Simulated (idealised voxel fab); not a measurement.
Name of the process module below: voxel transistor to metal
The cross-section on display is named cut; it measures 210 nm wide, and its cells are 5 nm squares.
Reading order for cross-sections: top band down to bottom band. Underlying form: a grid of square cells. Band size: one or more rows of cells. Per band: top height and bottom height in nm, followed by the left-to-right materials and their widths in nm; "all across" marks a single material spanning edge to edge, "air" marks empty space. Height datum 0, below which the as-received substrate wafer is one material. Lowest band open at the bottom, running downward: "0..down". The two numbers in a width such as "30..40" mark its ends across the band: the first belongs to the top row of cells, the second to the bottom row, and from each row to the next the width moves by the same amount. No cell of the cross-section changed in a step that is given as "remains unaltered". Empty spaces counting at least 8 cells and having no open way to the top are listed in "Catalogued sealed voids". The notation width x height at distance is used for each, the distance being from the left edge and all three values in nm. Read whatever lies past the settings on a step's line as the simulator's own remark about the step. A step's line can hold "overlay nm"; with a mask on that step, the setting says how far right of the planned place the mask lay, while a negative setting says it lay to the left. Guide to the pairs. Each holds a before and an after cross-section around one process step; the after cross-section is cut off at the lowest band that changed. Look under the pair for the step between them and its settings. Pairs can come from different runs of this module on the same starting wafer, so a pair follows on from the one above it only where its entry headed "Before the process" says it does.

Before the process:
  100..65  air 60, resist 15, air 60, resist 15, air 60
  65..50  aC all across
  50..30  Ru all across
  30..25  TiN all across
  25..15  SiO2 60, TiN 5, Ru 5, TiN 5, SiO2 60, TiN 5, Ru 5, TiN 5, SiO2 60
  15..10  SiO2 60, TiN 15, SiO2 60, TiN 15, SiO2 60
  10..0  SiO2 60, TiN 5, pSi 20, SiN 5, HfO2 5, TiN 5, W 10, TiN 5, HfO2 5, SiN 5, pSi 20, TiN 5, SiO2 60
  0..-5  SiO2 40, SiN 5, SiO2 15, TiN 5, pSi 20, SiN 5, HfO2 5, TiN 20, HfO2 5, SiN 5, pSi 20, TiN 5, SiO2 15, SiN 5, SiO2 40
  -5..-10  SiO2 45, pSi 40, HfO2 40, pSi 40, SiO2 45
  -10..-25  SiO2 50, pSi 35, Si 40, pSi 35, SiO2 50
  -25..-40  SiO2 50, Si 110, SiO2 50
  -40..down  Si all across
  Catalogued sealed voids: none

Result of Step:
  85..65  air 60, resist 15, air 60, resist 15, air 60
  65..50  air 60, aC 15, air 60, aC 15, air 60
  Everything under 50 stays put, no change at all.
  Catalogued sealed voids: none
What was done to get from the upper cross-section to the lower one? DIRECTIONAL_ETCH: etch materials aC, depth nm 15

Before the process: This step starts from the configuration shown after the step in the pair immediately above.

Result of Step:
  65..50  air 60, aC 15, air 60, aC 15, air 60
  Everything under 50 stays put, no change at all.
  Catalogued sealed voids: none
What was done to get from the upper cross-section to the lower one? STRIP: etch materials resist

Before the process: This step starts from the configuration shown after the step in the pair immediately above.

Result of Step:
  65..50  air 60, aC 15, air 60, aC 15, air 60
  50..30  air 60, Ru 15, air 60, Ru 15, air 60
  Everything under 30 stays put, no change at all.
  Catalogued sealed voids: none
What was done to get from the upper cross-section to the lower one? DIRECTIONAL_ETCH: etch materials Ru, depth nm 20

Before the process: This step starts from the configuration shown after the step in the pair immediately above.

Result of Step:
  65..50  air 60, aC 15, air 60, aC 15, air 60
  50..30  air 60, Ru 15, air 60, Ru 15, air 60
  30..25  air 60, TiN 15, air 60, TiN 15, air 60
  Everything under 25 stays put, no change at all.
  Catalogued sealed voids: none
What was done to get from the upper cross-section to the lower one? DIRECTIONAL_ETCH: etch materials TiN, depth nm 5

Before the process: This step starts from the configuration shown after the step in the pair immediately above.

Result of Step:
  50..30  air 60, Ru 15, air 60, Ru 15, air 60
  Everything under 30 stays put, no change at all.
  Catalogued sealed voids: none
What was done to get from the upper cross-section to the lower one? STRIP: etch materials aC

Before the process: This step starts from the configuration shown after the step in the pair immediately above.

Result of Step:
  55..50  lowk all across
  50..30  lowk 60, Ru 15, lowk 60, Ru 15, lowk 60
  30..25  lowk 60, TiN 15, lowk 60, TiN 15, lowk 60
  Everything under 25 stays put, no change at all.
  Catalogued sealed voids: none
What was done to get from the upper cross-section to the lower one? FILL_DEP: material lowk, thk nm 5

Before the process: This step starts from the configuration shown after the step in the pair immediately above.

Result of Step:
  50..30  lowk 60, Ru 15, lowk 60, Ru 15, lowk 60
  Everything under 30 stays put, no change at all.
  Catalogued sealed voids: none
What was done to get from the upper cross-section to the lower one? CMP: height nm 50

Before the process: This step starts from the configuration shown after the step in the pair immediately above.

Result of Step:
  55..50  SiN all across
  Everything under 50 stays put, no change at all.
  Catalogued sealed voids: none
What was done to get from the upper cross-section to the lower one? CONFORMAL_DEP: material SiN, thk nm 5

Before the process:
  10..0  SiN all across
  0..-5  SiO2 all across
  -5..down  Si all across
  Catalogued sealed voids: none

Result of Step:
  30..10  air 60, resist 110, air 40
  Everything under 10 stays put, no change at all.
  Catalogued sealed voids: none
What was done to get from the upper cross-section to the lower one? PATTERN: tone cover, mask id ACTIVE, material resist, width nm 110, thk nm 20, overlay nm 10

Before the process: This step starts from the configuration shown after the step in the pair immediately above.

Result of Step:
  30..10  air 60, resist 110, air 40
  10..0  air 60, SiN 110, air 40
  Everything under 0 stays put, no change at all.
  Catalogued sealed voids: none
What was done to get from the upper cross-section to the lower one? DIRECTIONAL_ETCH: etch materials SiN, depth nm 10

Before the process: This step starts from the configuration shown after the step in the pair immediately above.

Result of Step:
  30..10  air 60, resist 110, air 40
  10..0  air 60, SiN 110, air 40
  0..-5  air 60, SiO2 110, air 40
  Everything under -5 stays put, no change at all.
  Catalogued sealed voids: none
What was done to get from the upper cross-section to the lower one? DIRECTIONAL_ETCH: etch materials SiO2, depth nm 5

Before the process: This step starts from the configuration shown after the step in the pair immediately above.

Result of Step:
  30..10  air 60, resist 110, air 40
  10..0  air 60, SiN 110, air 40
  0..-5  air 60, SiO2 110, air 40
  -5..-35  air 60, Si 110, air 40
  Everything under -35 stays put, no change at all.
  Catalogued sealed voids: none
What was done to get from the upper cross-section to the lower one? DIRECTIONAL_ETCH: etch materials Si, depth nm 30

Before the process: This step starts from the configuration shown after the step in the pair immediately above.

Result of Step:
  10..0  air 60, SiN 110, air 40
  Everything under 0 stays put, no change at all.
  Catalogued sealed voids: none
What was done to get from the upper cross-section to the lower one? STRIP: etch materials resist

Before the process: This step starts from the configuration shown after the step in the pair immediately above.

Result of Step:
  10..0  air 60, SiN 110, air 40
  0..-5  air 60, SiO2 110, air 40
  -5..-35  air 60, SiO2 5, Si 100, SiO2 5, air 40
  -35..-40  SiO2 65, Si 100, SiO2 45
  Everything under -40 stays put, no change at all.
  Catalogued sealed voids: none
What was done to get from the upper cross-section to the lower one? OXIDIZE: depth nm 5

Before the process: This step starts from the configuration shown after the step in the pair immediately above.

Result of Step:
  20..10  SiO2 all across
  10..0  SiO2 60, SiN 110, SiO2 40
  0..-5  SiO2 all across
  -5..-40  SiO2 65, Si 100, SiO2 45
  Everything under -40 stays put, no change at all.
  Catalogued sealed voids: none
What was done to get from the upper cross-section to the lower one? FILL_DEP: material SiO2, thk nm 10

Before the process: This step starts from the configuration shown after the step in the pair immediately above.

Result of Step:
  10..0  SiO2 60, SiN 110, SiO2 40
  Everything under 0 stays put, no change at all.
  Catalogued sealed voids: none
What was done to get from the upper cross-section to the lower one? CMP: height nm 10

Before the process: This step starts from the configuration shown after the step in the pair immediately above.

Result of Step:
  10..5  air 60, SiN 110, air 40
  Everything under 5 stays put, no change at all.
  Catalogued sealed voids: none
What was done to get from the upper cross-section to the lower one? SELECTIVE_ETCH: etch materials SiO2, depth nm 5

Before the process: This step starts from the configuration shown after the step in the pair immediately above.

Result of Step:
  5..0  SiO2 60, air 110, SiO2 40
  Everything under 0 stays put, no change at all.
  Catalogued sealed voids: none
What was done to get from the upper cross-section to the lower one? STRIP: etch materials SiN

Before the process: This step starts from the configuration shown after the step in the pair immediately above.

Result of Step:
  0..-5  SiO2 55, air 120, SiO2 35
  Everything under -5 stays put, no change at all.
  Catalogued sealed voids: none
What was done to get from the upper cross-section to the lower one? SELECTIVE_ETCH: etch materials SiO2, depth nm 5

Before the process: This step starts from the configuration shown after the step in the pair immediately above.

Result of Step:
  0..-5  SiO2 55, air 120, SiO2 35
  -5..-10  SiO2 all across
  Everything under -10 stays put, no change at all.
  Catalogued sealed voids: none
What was done to get from the upper cross-section to the lower one? OXIDIZE: depth nm 5

Before the process: This step starts from the configuration shown after the step in the pair immediately above.

Result of Step:
  20..15  polySi 55, air 120, polySi 35
  15..0  polySi all across
  0..-5  SiO2 55, polySi 120, SiO2 35
  Everything under -5 stays put, no change at all.
  Catalogued sealed voids: none
What was done to get from the upper cross-section to the lower one? DIRECTIONAL_DEP: material polySi, thk nm 20

Before the process: This step starts from the configuration shown after the step in the pair immediately above.

Result of Step:
  30..25  SiCN 55, air 120, SiCN 35
  25..20  SiCN all across
  20..15  polySi 55, SiCN 120, polySi 35
  Everything under 15 stays put, no change at all.
  Catalogued sealed voids: none
What was done to get from the upper cross-section to the lower one? DIRECTIONAL_DEP: material SiCN, thk nm 10

Before the process: This step starts from the configuration shown after the step in the pair immediately above.

Result of Step:
  25..20  air 90, SiCN 30, air 90
  20..15  polySi 55, air 35, SiCN 30, air 55, polySi 35
  Everything under 15 stays put, no change at all.
  Catalogued sealed voids: none
What was done to get from the upper cross-section to the lower one? MASKED_ETCH: tone cover, mask id GATE, width nm 30, etch materials SiCN, depth nm 20, overlay nm 0

Before the process: This step starts from the configuration shown after the step in the pair immediately above.

Result of Step:
  25..15  air 90, SiCN 30, air 90
  15..0  air 90, polySi 30, air 90
  0..-5  SiO2 55, air 35, polySi 30, air 55, SiO2 35
  Everything under -5 stays put, no change at all.
  Catalogued sealed voids: none
What was done to get from the upper cross-section to the lower one? MASKED_ETCH: tone cover, mask id GATE, width nm 30, etch materials polySi, depth nm 30, overlay nm 0

Before the process: This step starts from the configuration shown after the step in the pair immediately above.

Result of Step:
  30..25  air 85, SiN 40, air 85
  25..15  air 85, SiN 5, SiCN 30, SiN 5, air 85
  15..5  air 85, SiN 5, polySi 30, SiN 5, air 85
  5..0  SiN 60, air 25, SiN 5, polySi 30, SiN 5, air 45, SiN 40
  0..-5  SiO2 55, SiN 35, polySi 30, SiN 55, SiO2 35
  Everything under -5 stays put, no change at all.
  Catalogued sealed voids: none
What was done to get from the upper cross-section to the lower one? CONFORMAL_DEP: material SiN, thk nm 5

Before the process: This step starts from the configuration shown after the step in the pair immediately above.

Result of Step:
  25..15  air 85, SiN 5, SiCN 30, SiN 5, air 85
  15..0  air 85, SiN 5, polySi 30, SiN 5, air 85
  0..-5  SiO2 55, SiN 5, air 25, SiN 5, polySi 30, SiN 5, air 45, SiN 5, SiO2 35
  Everything under -5 stays put, no change at all.
  Catalogued sealed voids: none
What was done to get from the upper cross-section to the lower one? DIRECTIONAL_ETCH: etch materials SiN, depth nm 5

Before the process: This step starts from the configuration shown after the step in the pair immediately above.

Result of Step:
  25..15  air 85, SiN 5, SiCN 30, SiN 5, air 85
  15..0  air 85, SiN 5, polySi 30, SiN 5, air 85
  0..-5  air 55, SiN 5, air 25, SiN 5, polySi 30, SiN 5, air 45, SiN 5, air 35
  -5..-10  SiO2 60, air 25, SiO2 40, air 45, SiO2 40
  Everything under -10 stays put, no change at all.
  Catalogued sealed voids: none
What was done to get from the upper cross-section to the lower one? DIRECTIONAL_ETCH: etch materials SiO2, depth nm 5

Before the process: This step starts from the configuration shown after the step in the pair immediately above.

Result of Step:
  25..15  air 85, SiN 5, SiCN 30, SiN 5, air 85
  15..0  air 85, SiN 5, polySi 30, SiN 5, air 85
  0..-5  air 55, SiN 5, air 25, SiN 5, polySi 30, SiN 5, air 45, SiN 5, air 35
  -5..-10  SiO2 60, air 25, SiO2 40, air 45, SiO2 40
  -10..-25  SiO2 65, air 20, Si 40, air 40, SiO2 45
  Everything under -25 stays put, no change at all.
  Catalogued sealed voids: none
What was done to get from the upper cross-section to the lower one? DIRECTIONAL_ETCH: etch materials Si, depth nm 15

Before the process: This step starts from the configuration shown after the step in the pair immediately above.

Result of Step:
  25..15  air 85, SiN 5, SiCN 30, SiN 5, air 85
  15..10  air 85, SiN 5, polySi 30, SiN 5, air 85
  10..0  air 65, pSi 20, SiN 5, polySi 30, SiN 5, pSi 20, air 65
  0..-5  air 55, SiN 5, air 5, pSi 20, SiN 5, polySi 30, SiN 5, pSi 20, air 25, SiN 5, air 35
  -5..-10  SiO2 60, pSi 25, SiO2 40, pSi 45, SiO2 40
  -10..-25  SiO2 65, pSi 20, Si 40, pSi 40, SiO2 45
  Everything under -25 stays put, no change at all.
  Catalogued sealed voids: none
What was done to get from the upper cross-section to the lower one? EPI: material pSi, thk nm 20

Before the process: This step starts from the configuration shown after the step in the pair immediately above.

Result of Step:
  35..25  SiO2 all across
  25..15  SiO2 85, SiN 5, SiCN 30, SiN 5, SiO2 85
  15..10  SiO2 85, SiN 5, polySi 30, SiN 5, SiO2 85
  10..0  SiO2 65, pSi 20, SiN 5, polySi 30, SiN 5, pSi 20, SiO2 65
  0..-5  SiO2 55, SiN 5, SiO2 5, pSi 20, SiN 5, polySi 30, SiN 5, pSi 20, SiO2 25, SiN 5, SiO2 35
  Everything under -5 stays put, no change at all.
  Catalogued sealed voids: none
What was done to get from the upper cross-section to the lower one? FILL_DEP: material SiO2, thk nm 10

Before the process: This step starts from the configuration shown after the step in the pair immediately above.

Result of Step:
  15..10  SiO2 85, SiN 5, polySi 30, SiN 5, SiO2 85
  Everything under 10 stays put, no change at all.
  Catalogued sealed voids: none
What was done to get from the upper cross-section to the lower one? CMP: height nm 15

Before the process: This step starts from the configuration shown after the step in the pair immediately above.

Result of Step:
  15..10  SiO2 85, SiN 5, air 30, SiN 5, SiO2 85
  10..0  SiO2 65, pSi 20, SiN 5, air 30, SiN 5, pSi 20, SiO2 65
  0..-5  SiO2 55, SiN 5, SiO2 5, pSi 20, SiN 5, air 30, SiN 5, pSi 20, SiO2 25, SiN 5, SiO2 35
  Everything under -5 stays put, no change at all.
  Catalogued sealed voids: none
What was done to get from the upper cross-section to the lower one? STRIP: etch materials polySi

Before the process: This step starts from the configuration shown after the step in the pair immediately above.

Result of Step:
  15..10  air 85, SiN 5, air 30, SiN 5, air 85
  10..0  SiO2 65, pSi 20, SiN 5, air 30, SiN 5, pSi 20, SiO2 65
  0..-5  SiO2 55, SiN 5, SiO2 5, pSi 20, SiN 5, air 30, SiN 5, pSi 20, SiO2 25, SiN 5, SiO2 35
  -5..-10  SiO2 60, pSi 25, air 40, pSi 45, SiO2 40
  Everything under -10 stays put, no change at all.
  Catalogued sealed voids: none
What was done to get from the upper cross-section to the lower one? SELECTIVE_ETCH: etch materials SiO2, depth nm 5

Before the process: This step starts from the configuration shown after the step in the pair immediately above.

Result of Step:
  20..15  air 80, HfO2 15, air 20, HfO2 15, air 80
  15..10  HfO2 85, SiN 5, HfO2 5, air 20, HfO2 5, SiN 5, HfO2 85
  10..0  SiO2 65, pSi 20, SiN 5, HfO2 5, air 20, HfO2 5, SiN 5, pSi 20, SiO2 65
  0..-5  SiO2 55, SiN 5, SiO2 5, pSi 20, SiN 5, HfO2 5, air 20, HfO2 5, SiN 5, pSi 20, SiO2 25, SiN 5, SiO2 35
  -5..-10  SiO2 60, pSi 25, HfO2 40, pSi 45, SiO2 40
  Everything under -10 stays put, no change at all.
  Catalogued sealed voids: none
What was done to get from the upper cross-section to the lower one? CONFORMAL_DEP: material HfO2, thk nm 5

Before the process: This step starts from the configuration shown after the step in the pair immediately above.

Result of Step:
  25..20  air 75, TiN 25, air 10, TiN 25, air 75
  20..15  TiN 80, HfO2 15, TiN 5, air 10, TiN 5, HfO2 15, TiN 80
  15..10  HfO2 85, SiN 5, HfO2 5, TiN 5, air 10, TiN 5, HfO2 5, SiN 5, HfO2 85
  10..0  SiO2 65, pSi 20, SiN 5, HfO2 5, TiN 5, air 10, TiN 5, HfO2 5, SiN 5, pSi 20, SiO2 65
  0..-5  SiO2 55, SiN 5, SiO2 5, pSi 20, SiN 5, HfO2 5, TiN 20, HfO2 5, SiN 5, pSi 20, SiO2 25, SiN 5, SiO2 35
  Everything under -5 stays put, no change at all.
  Catalogued sealed voids: none
What was done to get from the upper cross-section to the lower one? CONFORMAL_DEP: material TiN, thk nm 5

Before the process: This step starts from the configuration shown after the step in the pair immediately above.

Result of Step:
  35..25  W all across
  25..20  W 75, TiN 25, W 10, TiN 25, W 75
  20..15  TiN 80, HfO2 15, TiN 5, W 10, TiN 5, HfO2 15, TiN 80
  15..10  HfO2 85, SiN 5, HfO2 5, TiN 5, W 10, TiN 5, HfO2 5, SiN 5, HfO2 85
  10..0  SiO2 65, pSi 20, SiN 5, HfO2 5, TiN 5, W 10, TiN 5, HfO2 5, SiN 5, pSi 20, SiO2 65
  Everything under 0 stays put, no change at all.
  Catalogued sealed voids: none
What was done to get from the upper cross-section to the lower one? FILL_DEP: material W, thk nm 10

Before the process: This step starts from the configuration shown after the step in the pair immediately above.

Result of Step:
  10..0  SiO2 65, pSi 20, SiN 5, HfO2 5, TiN 5, W 10, TiN 5, HfO2 5, SiN 5, pSi 20, SiO2 65
  Everything under 0 stays put, no change at all.
  Catalogued sealed voids: none
What was done to get from the upper cross-section to the lower one? CMP: height nm 10

Before the process: This step starts from the configuration shown after the step in the pair immediately above.

Result of Step:
  25..10  SiO2 all across
  Everything under 10 stays put, no change at all.
  Catalogued sealed voids: none
What was done to get from the upper cross-section to the lower one? DIRECTIONAL_DEP: material SiO2, thk nm 15

Before the process: This step starts from the configuration shown after the step in the pair immediately above.

Result of Step:
  25..10  SiO2 60, air 15, SiO2 60, air 15, SiO2 60
  10..0  SiO2 60, air 5, pSi 20, SiN 5, HfO2 5, TiN 5, W 10, TiN 5, HfO2 5, SiN 5, pSi 20, air 5, SiO2 60
  0..-5  SiO2 55, SiN 5, air 5, pSi 20, SiN 5, HfO2 5, TiN 20, HfO2 5, SiN 5, pSi 20, air 5, SiO2 20, SiN 5, SiO2 35
  Everything under -5 stays put, no change at all.
  Catalogued sealed voids: none
What was done to get from the upper cross-section to the lower one? MASKED_ETCH: tone open, mask id CONTACT, width nm 15, pitch nm 75, etch materials SiO2, depth nm 30, overlay nm 0

Before the process: This step starts from the configuration shown after the step in the pair immediately above.

Result of Step:
  30..25  TiN 65, air 5, TiN 70, air 5, TiN 65
  25..15  SiO2 60, TiN 5, air 5, TiN 5, SiO2 60, TiN 5, air 5, TiN 5, SiO2 60
  15..10  SiO2 60, TiN 15, SiO2 60, TiN 15, SiO2 60
  10..0  SiO2 60, TiN 5, pSi 20, SiN 5, HfO2 5, TiN 5, W 10, TiN 5, HfO2 5, SiN 5, pSi 20, TiN 5, SiO2 60
  0..-5  SiO2 55, SiN 5, TiN 5, pSi 20, SiN 5, HfO2 5, TiN 20, HfO2 5, SiN 5, pSi 20, TiN 5, SiO2 20, SiN 5, SiO2 35
  Everything under -5 stays put, no change at all.
  Catalogued sealed voids: none
What was done to get from the upper cross-section to the lower one? CONFORMAL_DEP: material TiN, thk nm 5

Before the process: This step starts from the configuration shown after the step in the pair immediately above.

Result of Step:
  35..30  Ru all across
  30..25  TiN 65, Ru 5, TiN 70, Ru 5, TiN 65
  25..15  SiO2 60, TiN 5, Ru 5, TiN 5, SiO2 60, TiN 5, Ru 5, TiN 5, SiO2 60
  Everything under 15 stays put, no change at all.
  Catalogued sealed voids: none
What was done to get from the upper cross-section to the lower one? FILL_DEP: material Ru, thk nm 5

Before the process: This step starts from the configuration shown after the step in the pair immediately above.

Result of Step:
  25..15  SiO2 60, TiN 5, Ru 5, TiN 5, SiO2 60, TiN 5, Ru 5, TiN 5, SiO2 60
  Everything under 15 stays put, no change at all.
  Catalogued sealed voids: none
What was done to get from the upper cross-section to the lower one? CMP: height nm 25

Before the process: This step starts from the configuration shown after the step in the pair immediately above.

Result of Step:
  30..25  TiN all across
  Everything under 25 stays put, no change at all.
  Catalogued sealed voids: none
What was done to get from the upper cross-section to the lower one? DIRECTIONAL_DEP: material TiN, thk nm 5

Before the process: This step starts from the configuration shown after the step in the pair immediately above.

Result of Step:
  50..30  Ru all across
  Everything under 30 stays put, no change at all.
  Catalogued sealed voids: none
What was done to get from the upper cross-section to the lower one? DIRECTIONAL_DEP: material Ru, thk nm 20

Before the process: This step starts from the configuration shown after the step in the pair immediately above.

Result of Step:
  65..50  aC all across
  Everything under 50 stays put, no change at all.
  Catalogued sealed voids: none
What was done to get from the upper cross-section to the lower one? DIRECTIONAL_DEP: material aC, thk nm 15

Before the process: This step starts from the configuration shown after the step in the pair immediately above.

Result of Step:
  100..65  air 60, resist 15, air 60, resist 15, air 60
  Everything under 65 stays put, no change at all.
  Catalogued sealed voids: none
What was done to get from the upper cross-section to the lower one? PATTERN: tone cover, mask id METAL_1, material resist, width nm 15, pitch nm 75, thk nm 35, overlay nm 0

Before the process: This step starts from the configuration shown after the step in the pair immediately above.

Result of Step:
  85..65  air 60, resist 15, air 60, resist 15, air 60
  65..50  air 60, aC 15, air 60, aC 15, air 60
  Everything under 50 stays put, no change at all.
  Catalogued sealed voids: none
What was done to get from the upper cross-section to the lower one? DIRECTIONAL_ETCH: etch materials aC, depth nm 15

Before the process: This step starts from the configuration shown after the step in the pair immediately above.

Result of Step:
  65..50  air 60, aC 15, air 60, aC 15, air 60
  Everything under 50 stays put, no change at all.
  Catalogued sealed voids: none
What was done to get from the upper cross-section to the lower one? STRIP: etch materials resist

Before the process: This step starts from the configuration shown after the step in the pair immediately above.

Result of Step:
  65..50  air 60, aC 15, air 60, aC 15, air 60
  50..30  air 60, Ru 15, air 60, Ru 15, air 60
  Everything under 30 stays put, no change at all.
  Catalogued sealed voids: none
What was done to get from the upper cross-section to the lower one? DIRECTIONAL_ETCH: etch materials Ru, depth nm 20

Before the process: This step starts from the configuration shown after the step in the pair immediately above.

Result of Step:
  65..50  air 60, aC 15, air 60, aC 15, air 60
  50..30  air 60, Ru 15, air 60, Ru 15, air 60
  30..25  air 60, TiN 15, air 60, TiN 15, air 60
  Everything under 25 stays put, no change at all.
  Catalogued sealed voids: none
What was done to get from the upper cross-section to the lower one? DIRECTIONAL_ETCH: etch materials TiN, depth nm 5

Before the process: This step starts from the configuration shown after the step in the pair immediately above.

Result of Step:
  50..30  air 60, Ru 15, air 60, Ru 15, air 60
  Everything under 30 stays put, no change at all.
  Catalogued sealed voids: none
What was done to get from the upper cross-section to the lower one? STRIP: etch materials aC

Before the process: This step starts from the configuration shown after the step in the pair immediately above.

Result of Step:
  55..50  lowk all across
  50..30  lowk 60, Ru 15, lowk 60, Ru 15, lowk 60
  30..25  lowk 60, TiN 15, lowk 60, TiN 15, lowk 60
  Everything under 25 stays put, no change at all.
  Catalogued sealed voids: none
What was done to get from the upper cross-section to the lower one? FILL_DEP: material lowk, thk nm 5

Before the process: This step starts from the configuration shown after the step in the pair immediately above.

Result of Step:
  50..30  lowk 60, Ru 15, lowk 60, Ru 15, lowk 60
  Everything under 30 stays put, no change at all.
  Catalogued sealed voids: none
What was done to get from the upper cross-section to the lower one? CMP: height nm 50

Before the process: This step starts from the configuration shown after the step in the pair immediately above.

Result of Step:
  55..50  SiN all across
  Everything under 50 stays put, no change at all.
  Catalogued sealed voids: none
What was done to get from the upper cross-section to the lower one? CONFORMAL_DEP: material SiN, thk nm 5

Before the process:
  15..10  SiO2 85, SiN 5, polySi 30, SiN 5, SiO2 85
  10..0  SiO2 65, pSi 20, SiN 5, polySi 30, SiN 5, pSi 20, SiO2 65
  0..-5  SiO2 45, SiN 5, SiO2 15, pSi 20, SiN 5, polySi 30, SiN 5, pSi 20, SiO2 15, SiN 5, SiO2 45
  -5..-10  SiO2 50, pSi 35, SiO2 40, pSi 35, SiO2 50
  -10..-25  SiO2 55, pSi 30, Si 40, pSi 30, SiO2 55
  -25..-40  SiO2 55, Si 100, SiO2 55
  -40..down  Si all across
  Catalogued sealed voids: none

Result of Step:
  15..10  air 85, SiN 5, polySi 30, SiN 5, air 85
  10..-5  air 65, pSi 20, SiN 5, polySi 30, SiN 5, pSi 20, air 65
  -5..-10  air 50, pSi 35, SiO2 40, pSi 35, air 50
  -10..-25  air 55, pSi 30, Si 40, pSi 30, air 55
  -25..-40  air 55, Si 100, air 55
  Everything under -40 stays put, no change at all.
  Catalogued sealed voids: none
What was done to get from the upper cross-section to the lower one? STRIP: etch materials SiO2

Before the process: This step starts from the configuration shown after the step in the pair immediately above.

Result of Step:
  20..15  air 80, HfO2 50, air 80
  15..10  air 60, HfO2 25, SiN 5, polySi 30, SiN 5, HfO2 25, air 60
  10..0  air 60, HfO2 5, pSi 20, SiN 5, polySi 30, SiN 5, pSi 20, HfO2 5, air 60
  0..-5  air 45, HfO2 20, pSi 20, SiN 5, polySi 30, SiN 5, pSi 20, HfO2 20, air 45
  -5..-10  air 45, HfO2 5, pSi 35, SiO2 40, pSi 35, HfO2 5, air 45
  -10..-15  air 45, HfO2 10, pSi 30, Si 40, pSi 30, HfO2 10, air 45
  -15..-25  air 50, HfO2 5, pSi 30, Si 40, pSi 30, HfO2 5, air 50
  -25..-35  air 50, HfO2 5, Si 100, HfO2 5, air 50
  -35..-40  HfO2 55, Si 100, HfO2 55
  Everything under -40 stays put, no change at all.
  Catalogued sealed voids: none
What was done to get from the upper cross-section to the lower one? CONFORMAL_DEP: material HfO2, thk nm 5

Before the process: This step starts from the configuration shown after the step in the pair immediately above.

Result of Step:
  25..20  air 75, TiN 60, air 75
  20..15  air 55, TiN 25, HfO2 50, TiN 25, air 55
  15..10  air 55, TiN 5, HfO2 25, SiN 5, polySi 30, SiN 5, HfO2 25, TiN 5, air 55
  10..0  air 55..40, TiN 5..20, HfO2 5, pSi 20, SiN 5, polySi 30, SiN 5, pSi 20, HfO2 5, TiN 5..20, air 55..40
  0..-5  air 40, TiN 5, HfO2 20, pSi 20, SiN 5, polySi 30, SiN 5, pSi 20, HfO2 20, TiN 5, air 40
  -5..-10  air 40, TiN 5, HfO2 5, pSi 35, SiO2 40, pSi 35, HfO2 5, TiN 5, air 40
  -10..-20  air 40, TiN 5..10, HfO2 10..5, pSi 30, Si 40, pSi 30, HfO2 10..5, TiN 5..10, air 40
  -20..-25  air 45, TiN 5, HfO2 5, pSi 30, Si 40, pSi 30, HfO2 5, TiN 5, air 45
  -25..-30  air 45, TiN 5, HfO2 5, Si 100, HfO2 5, TiN 5, air 45
  -30..-35  TiN 50, HfO2 5, Si 100, HfO2 5, TiN 50
  Everything under -35 stays put, no change at all.
  Catalogued sealed voids: none
What was done to get from the upper cross-section to the lower one? CONFORMAL_DEP: material TiN, thk nm 5

Before the process: This step starts from the configuration shown after the step in the pair immediately above.

Result of Step:
  35..25  W all across
  25..20  W 75, TiN 60, W 75
  20..15  W 55, TiN 25, HfO2 50, TiN 25, W 55
  15..10  W 55, TiN 5, HfO2 25, SiN 5, polySi 30, SiN 5, HfO2 25, TiN 5, W 55
  10..0  W 55..40, TiN 5..20, HfO2 5, pSi 20, SiN 5, polySi 30, SiN 5, pSi 20, HfO2 5, TiN 5..20, W 55..40
  0..-5  W 40, TiN 5, HfO2 20, pSi 20, SiN 5, polySi 30, SiN 5, pSi 20, HfO2 20, TiN 5, W 40
  -5..-10  W 40, TiN 5, HfO2 5, pSi 35, SiO2 40, pSi 35, HfO2 5, TiN 5, W 40
  -10..-20  W 40, TiN 5..10, HfO2 10..5, pSi 30, Si 40, pSi 30, HfO2 10..5, TiN 5..10, W 40
  -20..-25  W 45, TiN 5, HfO2 5, pSi 30, Si 40, pSi 30, HfO2 5, TiN 5, W 45
  -25..-30  W 45, TiN 5, HfO2 5, Si 100, HfO2 5, TiN 5, W 45
  Everything under -30 stays put, no change at all.
  Catalogued sealed voids: none
What was done to get from the upper cross-section to the lower one? FILL_DEP: material W, thk nm 10

Before the process: This step starts from the configuration shown after the step in the pair immediately above.

Result of Step:
  10..0  W 55..40, TiN 5..20, HfO2 5, pSi 20, SiN 5, polySi 30, SiN 5, pSi 20, HfO2 5, TiN 5..20, W 55..40
  Everything under 0 stays put, no change at all.
  Catalogued sealed voids: none
What was done to get from the upper cross-section to the lower one? CMP: height nm 10

Before the process: This step starts from the configuration shown after the step in the pair immediately above.

Result of Step:
  25..10  SiO2 all across
  Everything under 10 stays put, no change at all.
  Catalogued sealed voids: none
What was done to get from the upper cross-section to the lower one? DIRECTIONAL_DEP: material SiO2, thk nm 15

Before the process: This step starts from the configuration shown after the step in the pair immediately above.

Result of Step:
  25..10  SiO2 60, air 15, SiO2 60, air 15, SiO2 60
  Everything under 10 stays put, no change at all.
  Catalogued sealed voids: none
What was done to get from the upper cross-section to the lower one? MASKED_ETCH: tone open, mask id CONTACT, width nm 15, pitch nm 75, etch materials SiO2, depth nm 30, overlay nm 0

Before the process: This step starts from the configuration shown after the step in the pair immediately above.

Result of Step:
  30..25  TiN 65, air 5, TiN 70, air 5, TiN 65
  25..15  SiO2 60, TiN 5, air 5, TiN 5, SiO2 60, TiN 5, air 5, TiN 5, SiO2 60
  15..10  SiO2 60, TiN 15, SiO2 60, TiN 15, SiO2 60
  Everything under 10 stays put, no change at all.
  Catalogued sealed voids: none
What was done to get from the upper cross-section to the lower one? CONFORMAL_DEP: material TiN, thk nm 5

Before the process: This step starts from the configuration shown after the step in the pair immediately above.

Result of Step:
  35..30  Ru all across
  30..25  TiN 65, Ru 5, TiN 70, Ru 5, TiN 65
  25..15  SiO2 60, TiN 5, Ru 5, TiN 5, SiO2 60, TiN 5, Ru 5, TiN 5, SiO2 60
  Everything under 15 stays put, no change at all.
  Catalogued sealed voids: none
What was done to get from the upper cross-section to the lower one? FILL_DEP: material Ru, thk nm 5

Before the process: This step starts from the configuration shown after the step in the pair immediately above.

Result of Step:
  25..15  SiO2 60, TiN 5, Ru 5, TiN 5, SiO2 60, TiN 5, Ru 5, TiN 5, SiO2 60
  Everything under 15 stays put, no change at all.
  Catalogued sealed voids: none
What was done to get from the upper cross-section to the lower one? CMP: height nm 25
